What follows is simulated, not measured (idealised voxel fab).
Process module name: voxel ribs on slabs
Section cut is 190 nm wide and gridded with 5 nm square cells.
Format of a cross-section: grid, square cells. Given as bands. Order: top down. Band: one or more rows of cells.
It is stipulated that each band's entry specify, in nanometres, the height of the top of the band and then that of its bottom, followed by the materials of the band in left-to-right sequence, each together with its width in nanometres. A single material marked by the word "throughout" is understood to fill the band from edge to edge; the word "empty" is understood to denote empty space.
Height datum 0, below which the as-received substrate wafer is one material. Lowest band open at the bottom, running downward: "0 nm and below".
Quick explanation for "30 to 40": the width changes in equal steps down the rows of cells, from the first number in the band's top row to the second number in its bottom row.
Given "no modification" for a step, no cell of the cross-section differs between before and after that step.
Basically, "Enclosed void entries" tells you about the enclosed voids: empty spaces with no open way to the top, 8 cells or bigger, each written width x height at distance, where distance is from the left edge, all in nm.
after a step's settings: what the simulator itself notes on the step
overlay nm: for a step with a mask, the amount by which the mask lay right of where it was planned; a negative amount means left of it.
-- Process steps (planned)
- 1: RECEIVE, material Si
- 2: DIRECTIONAL_DEP, material SiO2, thk nm 30
- 3: DIRECTIONAL_DEP, material SiN, thk nm 25
- 4: MASKED_ETCH, tone cover, mask id RIB, width nm 20, etch materials SiN, depth nm 15, overlay nm 0
- 5: MASKED_ETCH, tone cover, mask id SLAB, width nm 50, etch materials SiN, depth nm 10, overlay nm 0
- 6: FILL_DEP, material SiO2, thk nm 15
- 7: CMP, height nm 65
- 8: DIRECTIONAL_DEP, material TiN, thk nm 10
- 9: PATTERN, tone cover, mask id HEATER, material resist, width nm 30, thk nm 20, overlay nm 0
- 10: DIRECTIONAL_ETCH, etch materials TiN, depth nm 10
- 11: STRIP, etch materials resist
- 12: CONFORMAL_DEP, material SiN, thk nm 10
-- This is the cross-section of the wafer as we received it, i.e. after step 1
* 0 nm and below  Si throughout
* Enclosed void entries: none
-- Result of the module, cross-sectioned: start per above, plan per above, one error in how it was run
* 85 nm to 75 nm  SiN 90 | empty 10 | SiN 90
* 75 nm to 65 nm  TiN 80 | SiN 30 | TiN 80
* 65 nm to 55 nm  SiO2 throughout
* 55 nm to 40 nm  SiO2 85 | SiN 20 | SiO2 85
* 40 nm to 30 nm  SiO2 70 | SiN 50 | SiO2 70
* 30 nm to 0 nm  SiO2 throughout
* 0 nm and below  Si throughout
* Enclosed void entries: none
In executing the process, a mistake was made relative to the plan: step 9 ran with different settings than intended, the actual operation and settings being PATTERN, tone open, mask id HEATER, material resist, width nm 30, thk nm 20, overlay nm 0
